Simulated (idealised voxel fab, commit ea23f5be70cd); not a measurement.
process module | voxel ribs on slabs
cross-section cut | 295 nm wide | cells 5 nm
A cross-section is a grid of square cells, given in bands from the top down. A band is one or more rows of cells.
Each band's line starts with the height of the band's top and of its bottom, in nm. Then come its materials from left to right, each with its width in nm. One material with "throughout" fills the band from edge to edge. "air" is empty space.
Height 0 is the level under which the wafer as received is all one material. The lowest band goes on downwards, as in "0 down".
A width such as "30 to 40" changes by the same amount from each row of cells to the next, from the band's top row to its bottom row.
"no change" after a step means that no cell of the cross-section changed.
closed voids: empty space of 8 cells or more with no open way to the top, each as width x height at its distance from the left edge, in nm
after a step's settings: what the simulator itself notes on the step
overlay nm, on a step with a mask: how far to the right of its planned place the mask lay; to the left if negative
Each pair below shows a cross-section before one step and the cross-section after it, down to the lowest band that changed. The line under each pair gives the step between them, with its settings. The pairs can come from different runs of this module on the same starting wafer, so a pair continues from the pair above only where its "before" says so.
before
  0 down: Si throughout
  closed voids: none
after
  20 to 0: SiO2 throughout
  below 0: unchanged
  closed voids: none
the step between: op DIRECTIONAL_DEP | material SiO2 | thk nm 20
before: the cross-section after the pair above
after
  35 to 20: SiN throughout
  below 20: unchanged
  closed voids: none
the step between: op DIRECTIONAL_DEP | material SiN | thk nm 15
before: the cross-section after the pair above
after
  35 to 30: air 135 | SiN 20 | air 140
  below 30: unchanged
  closed voids: none
the step between: op MASKED_ETCH | tone cover | mask id RIB | width nm 20 | etch materials SiN | depth nm 5 | overlay nm 0
before: the cross-section after the pair above
after
  50 to 45: air 135 | aC 20 | air 140
  45 to 35: aC throughout
  35 to 30: aC 135 | SiN 20 | aC 140
  below 30: unchanged
  closed voids: none
the step between: op DIRECTIONAL_DEP | material aC | thk nm 15
before: the cross-section after the pair above
after
  80 to 50: air 120 | resist 50 | air 125
  50 to 45: air 120 | resist 15 | aC 20 | resist 15 | air 125
  below 45: unchanged
  closed voids: none
the step between: op PATTERN | tone cover | mask id SLAB | material resist | width nm 50 | thk nm 30 | overlay nm 0
before: the cross-section after the pair above
after
  65 to 50: air 120 | resist 50 | air 125
  50 to 45: air 120 | resist 15 | aC 20 | resist 15 | air 125
  45 to 35: air 120 | aC 50 | air 125
  35 to 30: air 120 | aC 15 | SiN 20 | aC 15 | air 125
  below 30: unchanged
  closed voids: none
the step between: op DIRECTIONAL_ETCH | etch materials aC | depth nm 15
before: the cross-section after the pair above
after
  50 to 45: air 135 | aC 20 | air 140
  below 45: unchanged
  closed voids: none
the step between: op STRIP | etch materials resist
before: the cross-section after the pair above
after
  50 to 45: air 135 | aC 20 | air 140
  45 to 35: air 120 | aC 50 | air 125
  35 to 30: air 120 | aC 15 | SiN 20 | aC 15 | air 125
  30 to 20: air 120 | SiN 50 | air 125
  below 20: unchanged
  closed voids: none
the step between: op DIRECTIONAL_ETCH | etch materials SiN | depth nm 10
before: the cross-section after the pair above
after
  35 to 30: air 135 | SiN 20 | air 140
  below 30: unchanged
  closed voids: none
the step between: op STRIP | etch materials aC
before: the cross-section after the pair above
after
  55 to 35: SiO2 throughout
  35 to 30: SiO2 135 | SiN 20 | SiO2 140
  30 to 20: SiO2 120 | SiN 50 | SiO2 125
  below 20: unchanged
  closed voids: none
the step between: op FILL_DEP | material SiO2 | thk nm 20
before: the cross-section after the pair above
after
  45 to 35: SiO2 throughout
  below 35: unchanged
  closed voids: none
the step between: op CMP | height nm 45
before: the cross-section after the pair above
after
  50 to 45: TiN throughout
  below 45: unchanged
  closed voids: none
the step between: op DIRECTIONAL_DEP | material TiN | thk nm 5
before: the cross-section after the pair above
after
  65 to 50: air 130 | resist 30 | air 135
  below 50: unchanged
  closed voids: none
the step between: op PATTERN | tone cover | mask id HEATER | material resist | width nm 30 | thk nm 15 | overlay nm 0
before: the cross-section after the pair above
after
  65 to 50: air 130 | resist 30 | air 135
  50 to 45: air 130 | TiN 30 | air 135
  below 45: unchanged
  closed voids: none
the step between: op DIRECTIONAL_ETCH | etch materials TiN | depth nm 5
before: the cross-section after the pair above
after
  50 to 45: air 130 | TiN 30 | air 135
  below 45: unchanged
  closed voids: none
the step between: op STRIP | etch materials resist
before: the cross-section after the pair above
after
  60 to 55: air 120 | SiO2 50 | air 125
  55 to 50: SiO2 throughout
  50 to 45: SiO2 130 | TiN 30 | SiO2 135
  below 45: unchanged
  closed voids: none
the step between: op CONFORMAL_DEP | material SiO2 | thk nm 10
before
  20 to 0: SiO2 throughout
  0 down: Si throughout
  closed voids: none
after
  40 to 0: SiO2 throughout
  below 0: unchanged
  closed voids: none
the step between: op DIRECTIONAL_DEP | material SiO2 | thk nm 20
before: the cross-section after the pair above
after
  55 to 40: SiN throughout
  below 40: unchanged
  closed voids: none
the step between: op DIRECTIONAL_DEP | material SiN | thk nm 15
before: the cross-section after the pair above
after
  55 to 50: air 135 | SiN 20 | air 140
  below 50: unchanged
  closed voids: none
the step between: op MASKED_ETCH | tone cover | mask id RIB | width nm 20 | etch materials SiN | depth nm 5 | overlay nm 0
before: the cross-section after the pair above
after
  70 to 65: air 135 | aC 20 | air 140
  65 to 55: aC throughout
  55 to 50: aC 135 | SiN 20 | aC 140
  below 50: unchanged
  closed voids: none
the step between: op DIRECTIONAL_DEP | material aC | thk nm 15
before: the cross-section after the pair above
after
  100 to 70: air 120 | resist 50 | air 125
  70 to 65: air 120 | resist 15 | aC 20 | resist 15 | air 125
  below 65: unchanged
  closed voids: none
the step between: op PATTERN | tone cover | mask id SLAB | material resist | width nm 50 | thk nm 30 | overlay nm 0
before: the cross-section after the pair above
after
  85 to 70: air 120 | resist 50 | air 125
  70 to 65: air 120 | resist 15 | aC 20 | resist 15 | air 125
  65 to 55: air 120 | aC 50 | air 125
  55 to 50: air 120 | aC 15 | SiN 20 | aC 15 | air 125
  below 50: unchanged
  closed voids: none
the step between: op DIRECTIONAL_ETCH | etch materials aC | depth nm 15
before: the cross-section after the pair above
after
  70 to 65: air 135 | aC 20 | air 140
  below 65: unchanged
  closed voids: none
the step between: op STRIP | etch materials resist
before: the cross-section after the pair above
after
  70 to 65: air 135 | aC 20 | air 140
  65 to 55: air 120 | aC 50 | air 125
  55 to 50: air 120 | aC 15 | SiN 20 | aC 15 | air 125
  50 to 40: air 120 | SiN 50 | air 125
  below 40: unchanged
  closed voids: none
the step between: op DIRECTIONAL_ETCH | etch materials SiN | depth nm 10
before: the cross-section after the pair above
after
  55 to 50: air 135 | SiN 20 | air 140
  below 50: unchanged
  closed voids: none
the step between: op STRIP | etch materials aC
before: the cross-section after the pair above
after
  75 to 55: SiO2 throughout
  55 to 50: SiO2 135 | SiN 20 | SiO2 140
  50 to 40: SiO2 120 | SiN 50 | SiO2 125
  below 40: unchanged
  closed voids: none
the step between: op FILL_DEP | material SiO2 | thk nm 20
before: the cross-section after the pair above
after
  45 to 40: SiO2 120 | SiN 50 | SiO2 125
  below 40: unchanged
  closed voids: none
the step between: op CMP | height nm 45
before: the cross-section after the pair above
after
  50 to 45: TiN throughout
  below 45: unchanged
  closed voids: none
the step between: op DIRECTIONAL_DEP | material TiN | thk nm 5
before: the cross-section after the pair above
after
  65 to 50: air 130 | resist 30 | air 135
  below 50: unchanged
  closed voids: none
the step between: op PATTERN | tone cover | mask id HEATER | material resist | width nm 30 | thk nm 15 | overlay nm 0
before: the cross-section after the pair above
after
  65 to 50: air 130 | resist 30 | air 135
  50 to 45: air 130 | TiN 30 | air 135
  below 45: unchanged
  closed voids: none
the step between: op DIRECTIONAL_ETCH | etch materials TiN | depth nm 5
before: the cross-section after the pair above
after
  50 to 45: air 130 | TiN 30 | air 135
  below 45: unchanged
  closed voids: none
the step between: op STRIP | etch materials resist
before: the cross-section after the pair above
after
  60 to 55: air 120 | SiO2 50 | air 125
  55 to 50: SiO2 throughout
  50 to 45: SiO2 130 | TiN 30 | SiO2 135
  below 45: unchanged
  closed voids: none
the step between: op CONFORMAL_DEP | material SiO2 | thk nm 10
before
  0 down: Si throughout
  closed voids: none
after
  15 to 0: SiN throughout
  below 0: unchanged
  closed voids: none
the step between: op DIRECTIONAL_DEP | material SiN | thk nm 15
before: the cross-section after the pair above
after
  35 to 15: SiO2 throughout
  below 15: unchanged
  closed voids: none
the step between: op DIRECTIONAL_DEP | material SiO2 | thk nm 20
before: the cross-section after the pair above
after
  50 to 35: aC throughout
  below 35: unchanged
  closed voids: none
the step between: op DIRECTIONAL_DEP | material aC | thk nm 15
before: the cross-section after the pair above
after
  80 to 50: air 120 | resist 50 | air 125
  below 50: unchanged
  closed voids: none
the step between: op PATTERN | tone cover | mask id SLAB | material resist | width nm 50 | thk nm 30 | overlay nm 0
before: the cross-section after the pair above
after
  65 to 50: air 120 | resist 50 | air 125
  50 to 35: air 120 | aC 50 | air 125
  below 35: unchanged
  closed voids: none
the step between: op DIRECTIONAL_ETCH | etch materials aC | depth nm 15
before: the cross-section after the pair above
after
  50 to 35: air 120 | aC 50 | air 125
  below 35: unchanged
  closed voids: none
the step between: op STRIP | etch materials resist
before: the cross-section after the pair above
after
  35 to 15: SiO2 throughout
  below 15: unchanged
  closed voids: none
the step between: op STRIP | etch materials aC
before: the cross-section after the pair above
after
  55 to 15: SiO2 throughout
  below 15: unchanged
  closed voids: none
the step between: op FILL_DEP | material SiO2 | thk nm 20
before: the cross-section after the pair above
after
  45 to 15: SiO2 throughout
  below 15: unchanged
  closed voids: none
the step between: op CMP | height nm 45
before: the cross-section after the pair above
after
  50 to 45: TiN throughout
  below 45: unchanged
  closed voids: none
the step between: op DIRECTIONAL_DEP | material TiN | thk nm 5
before: the cross-section after the pair above
after
  65 to 50: air 130 | resist 30 | air 135
  below 50: unchanged
  closed voids: none
the step between: op PATTERN | tone cover | mask id HEATER | material resist | width nm 30 | thk nm 15 | overlay nm 0
before: the cross-section after the pair above
after
  65 to 50: air 130 | resist 30 | air 135
  50 to 45: air 130 | TiN 30 | air 135
  below 45: unchanged
  closed voids: none
the step between: op DIRECTIONAL_ETCH | etch materials TiN | depth nm 5
before: the cross-section after the pair above
after
  50 to 45: air 130 | TiN 30 | air 135
  below 45: unchanged
  closed voids: none
the step between: op STRIP | etch materials resist
before: the cross-section after the pair above
after
  60 to 55: air 120 | SiO2 50 | air 125
  55 to 50: SiO2 throughout
  50 to 45: SiO2 130 | TiN 30 | SiO2 135
  below 45: unchanged
  closed voids: none
the step between: op CONFORMAL_DEP | material SiO2 | thk nm 10
before
  35 to 20: SiN throughout
  20 to 0: SiO2 throughout
  0 down: Si throughout
  closed voids: none
after
  35 to 20: air 135 | SiN 20 | air 140
  below 20: unchanged
  closed voids: none
the step between: op MASKED_ETCH | tone cover | mask id RIB | width nm 20 | etch materials SiN | depth nm 15 | overlay nm 0
before: the cross-section after the pair above
after
  50 to 35: air 135 | aC 20 | air 140
  35 to 20: aC 135 | SiN 20 | aC 140
  below 20: unchanged
  closed voids: none
the step between: op DIRECTIONAL_DEP | material aC | thk nm 15
before: the cross-section after the pair above
after
  80 to 50: air 120 | resist 50 | air 125
  50 to 35: air 120 | resist 15 | aC 20 | resist 15 | air 125
  below 35: unchanged
  closed voids: none
the step between: op PATTERN | tone cover | mask id SLAB | material resist | width nm 50 | thk nm 30 | overlay nm 0
before: the cross-section after the pair above
after
  65 to 50: air 120 | resist 50 | air 125
  50 to 35: air 120 | resist 15 | aC 20 | resist 15 | air 125
  35 to 20: air 120 | aC 15 | SiN 20 | aC 15 | air 125
  below 20: unchanged
  closed voids: none
the step between: op DIRECTIONAL_ETCH | etch materials aC | depth nm 15
before: the cross-section after the pair above
after
  50 to 35: air 135 | aC 20 | air 140
  below 35: unchanged
  closed voids: none
the step between: op STRIP | etch materials resist
before: the cross-section after the pair above
after
  35 to 20: air 135 | SiN 20 | air 140
  below 20: unchanged
  closed voids: none
the step between: op STRIP | etch materials aC
before: the cross-section after the pair above
after
  55 to 35: SiO2 throughout
  35 to 20: SiO2 135 | SiN 20 | SiO2 140
  below 20: unchanged
  closed voids: none
the step between: op FILL_DEP | material SiO2 | thk nm 20
before: the cross-section after the pair above
after
  45 to 35: SiO2 throughout
  below 35: unchanged
  closed voids: none
the step between: op CMP | height nm 45
before: the cross-section after the pair above
after
  50 to 45: TiN throughout
  below 45: unchanged
  closed voids: none
the step between: op DIRECTIONAL_DEP | material TiN | thk nm 5
before: the cross-section after the pair above
after
  65 to 50: air 130 | resist 30 | air 135
  below 50: unchanged
  closed voids: none
the step between: op PATTERN | tone cover | mask id HEATER | material resist | width nm 30 | thk nm 15 | overlay nm 0
before: the cross-section after the pair above
after
  65 to 50: air 130 | resist 30 | air 135
  50 to 45: air 130 | TiN 30 | air 135
  below 45: unchanged
  closed voids: none
the step between: op DIRECTIONAL_ETCH | etch materials TiN | depth nm 5
before: the cross-section after the pair above
after
  50 to 45: air 130 | TiN 30 | air 135
  below 45: unchanged
  closed voids: none
the step between: op STRIP | etch materials resist
before: the cross-section after the pair above
after
  60 to 55: air 120 | SiO2 50 | air 125
  55 to 50: SiO2 throughout
  50 to 45: SiO2 130 | TiN 30 | SiO2 135
  below 45: unchanged
  closed voids: none
the step between: op CONFORMAL_DEP | material SiO2 | thk nm 10
before
  35 to 20: SiN throughout
  20 to 0: SiO2 throughout
  0 down: Si throughout
  closed voids: none
after
  35 to 30: air 130 | SiN 30 | air 135
  below 30: unchanged
  closed voids: none
the step between: op MASKED_ETCH | tone cover | mask id RIB | width nm 30 | etch materials SiN | depth nm 5 | overlay nm 0
before: the cross-section after the pair above
after
  50 to 45: air 130 | aC 30 | air 135
  45 to 35: aC throughout
  35 to 30: aC 130 | SiN 30 | aC 135
  below 30: unchanged
  closed voids: none
the step between: op DIRECTIONAL_DEP | material aC | thk nm 15
before: the cross-section after the pair above
after
  80 to 50: air 120 | resist 50 | air 125
  50 to 45: air 120 | resist 10 | aC 30 | resist 10 | air 125
  below 45: unchanged
  closed voids: none
the step between: op PATTERN | tone cover | mask id SLAB | material resist | width nm 50 | thk nm 30 | overlay nm 0
before: the cross-section after the pair above
after
  65 to 50: air 120 | resist 50 | air 125
  50 to 45: air 120 | resist 10 | aC 30 | resist 10 | air 125
  45 to 35: air 120 | aC 50 | air 125
  35 to 30: air 120 | aC 10 | SiN 30 | aC 10 | air 125
  below 30: unchanged
  closed voids: none
the step between: op DIRECTIONAL_ETCH | etch materials aC | depth nm 15
before: the cross-section after the pair above
after
  50 to 45: air 130 | aC 30 | air 135
  below 45: unchanged
  closed voids: none
the step between: op STRIP | etch materials resist
before: the cross-section after the pair above
after
  50 to 45: air 130 | aC 30 | air 135
  45 to 35: air 120 | aC 50 | air 125
  35 to 30: air 120 | aC 10 | SiN 30 | aC 10 | air 125
  30 to 20: air 120 | SiN 50 | air 125
  below 20: unchanged
  closed voids: none
the step between: op DIRECTIONAL_ETCH | etch materials SiN | depth nm 10
before: the cross-section after the pair above
after
  35 to 30: air 130 | SiN 30 | air 135
  below 30: unchanged
  closed voids: none
the step between: op STRIP | etch materials aC
before: the cross-section after the pair above
after
  55 to 35: SiO2 throughout
  35 to 30: SiO2 130 | SiN 30 | SiO2 135
  30 to 20: SiO2 120 | SiN 50 | SiO2 125
  below 20: unchanged
  closed voids: none
the step between: op FILL_DEP | material SiO2 | thk nm 20
before: the cross-section after the pair above
after
  45 to 35: SiO2 throughout
  below 35: unchanged
  closed voids: none
the step between: op CMP | height nm 45
before: the cross-section after the pair above
after
  50 to 45: TiN throughout
  below 45: unchanged
  closed voids: none
the step between: op DIRECTIONAL_DEP | material TiN | thk nm 5
before: the cross-section after the pair above
after
  65 to 50: air 130 | resist 30 | air 135
  below 50: unchanged
  closed voids: none
the step between: op PATTERN | tone cover | mask id HEATER | material resist | width nm 30 | thk nm 15 | overlay nm 0
before: the cross-section after the pair above
after
  65 to 50: air 130 | resist 30 | air 135
  50 to 45: air 130 | TiN 30 | air 135
  below 45: unchanged
  closed voids: none
the step between: op DIRECTIONAL_ETCH | etch materials TiN | depth nm 5
before: the cross-section after the pair above
after
  50 to 45: air 130 | TiN 30 | air 135
  below 45: unchanged
  closed voids: none
the step between: op STRIP | etch materials resist
before: the cross-section after the pair above
after
  60 to 55: air 120 | SiO2 50 | air 125
  55 to 50: SiO2 throughout
  50 to 45: SiO2 130 | TiN 30 | SiO2 135
  below 45: unchanged
  closed voids: none
the step between: op CONFORMAL_DEP | material SiO2 | thk nm 10
before
  50 to 45: TiN throughout
  45 to 35: SiO2 throughout
  35 to 30: SiO2 135 | SiN 20 | SiO2 140
  30 to 20: SiO2 120 | SiN 50 | SiO2 125
  20 to 0: SiO2 throughout
  0 down: Si throughout
  closed voids: none
after
  65 to 50: air 135 | resist 30 | air 130
  below 50: unchanged
  closed voids: none
the step between: op PATTERN | tone cover | mask id HEATER | material resist | width nm 30 | thk nm 15 | overlay nm 5
before: the cross-section after the pair above
after
  65 to 50: air 135 | resist 30 | air 130
  50 to 45: air 135 | TiN 30 | air 130
  below 45: unchanged
  closed voids: none
the step between: op DIRECTIONAL_ETCH | etch materials TiN | depth nm 5
before: the cross-section after the pair above
after
  50 to 45: air 135 | TiN 30 | air 130
  below 45: unchanged
  closed voids: none
the step between: op STRIP | etch materials resist
before: the cross-section after the pair above
after
  60 to 55: air 125 | SiO2 50 | air 120
  55 to 50: SiO2 throughout
  50 to 45: SiO2 135 | TiN 30 | SiO2 130
  below 45: unchanged
  closed voids: none
the step between: op CONFORMAL_DEP | material SiO2 | thk nm 10
before
  20 to 0: SiO2 throughout
  0 down: Si throughout
  closed voids: none
after
  35 to 0: SiO2 throughout
  below 0: unchanged
  closed voids: none
the step between: op DIRECTIONAL_DEP | material SiO2 | thk nm 15
before: the cross-section after the pair above
after
  50 to 35: aC throughout
  below 35: unchanged
  closed voids: none
the step between: op DIRECTIONAL_DEP | material aC | thk nm 15
before: the cross-section after the pair above
after
  80 to 50: air 120 | resist 50 | air 125
  below 50: unchanged
  closed voids: none
the step between: op PATTERN | tone cover | mask id SLAB | material resist | width nm 50 | thk nm 30 | overlay nm 0
before: the cross-section after the pair above
after
  65 to 50: air 120 | resist 50 | air 125
  50 to 35: air 120 | aC 50 | air 125
  below 35: unchanged
  closed voids: none
the step between: op DIRECTIONAL_ETCH | etch materials aC | depth nm 15
before: the cross-section after the pair above
after
  50 to 35: air 120 | aC 50 | air 125
  below 35: unchanged
  closed voids: none
the step between: op STRIP | etch materials resist
before: the cross-section after the pair above
after
  35 to 0: SiO2 throughout
  below 0: unchanged
  closed voids: none
the step between: op STRIP | etch materials aC
before: the cross-section after the pair above
after
  55 to 0: SiO2 throughout
  below 0: unchanged
  closed voids: none
the step between: op FILL_DEP | material SiO2 | thk nm 20
before: the cross-section after the pair above
after
  45 to 0: SiO2 throughout
  below 0: unchanged
  closed voids: none
the step between: op CMP | height nm 45
before: the cross-section after the pair above
after
  50 to 45: TiN throughout
  below 45: unchanged
  closed voids: none
the step between: op DIRECTIONAL_DEP | material TiN | thk nm 5
before: the cross-section after the pair above
after
  65 to 50: air 130 | resist 30 | air 135
  below 50: unchanged
  closed voids: none
the step between: op PATTERN | tone cover | mask id HEATER | material resist | width nm 30 | thk nm 15 | overlay nm 0
before: the cross-section after the pair above
after
  65 to 50: air 130 | resist 30 | air 135
  50 to 45: air 130 | TiN 30 | air 135
  below 45: unchanged
  closed voids: none
the step between: op DIRECTIONAL_ETCH | etch materials TiN | depth nm 5
before: the cross-section after the pair above
after
  50 to 45: air 130 | TiN 30 | air 135
  below 45: unchanged
  closed voids: none
the step between: op STRIP | etch materials resist
before: the cross-section after the pair above
after
  60 to 55: air 120 | SiO2 50 | air 125
  55 to 50: SiO2 throughout
  50 to 45: SiO2 130 | TiN 30 | SiO2 135
  below 45: unchanged
  closed voids: none
the step between: op CONFORMAL_DEP | material SiO2 | thk nm 10
before
  50 to 45: TiN throughout
  45 to 35: SiO2 throughout
  35 to 30: SiO2 135 | SiN 20 | SiO2 140
  30 to 20: SiO2 120 | SiN 50 | SiO2 125
  20 to 0: SiO2 throughout
  0 down: Si throughout
  closed voids: none
after
  65 to 50: resist 130 | air 30 | resist 135
  below 50: unchanged
  closed voids: none
the step between: op PATTERN | tone open | mask id HEATER | material resist | width nm 30 | thk nm 15 | overlay nm 0
before: the cross-section after the pair above
after
  65 to 50: resist 130 | air 30 | resist 135
  50 to 45: TiN 130 | air 30 | TiN 135
  below 45: unchanged
  closed voids: none
the step between: op DIRECTIONAL_ETCH | etch materials TiN | depth nm 5
before: the cross-section after the pair above
after
  50 to 45: TiN 130 | air 30 | TiN 135
  below 45: unchanged
  closed voids: none
the step between: op STRIP | etch materials resist
before: the cross-section after the pair above
after
  60 to 55: SiO2 140 | air 10 | SiO2 145
  55 to 50: SiO2 throughout
  50 to 45: TiN 130 | SiO2 30 | TiN 135
  below 45: unchanged
  closed voids: none
the step between: op CONFORMAL_DEP | material SiO2 | thk nm 10
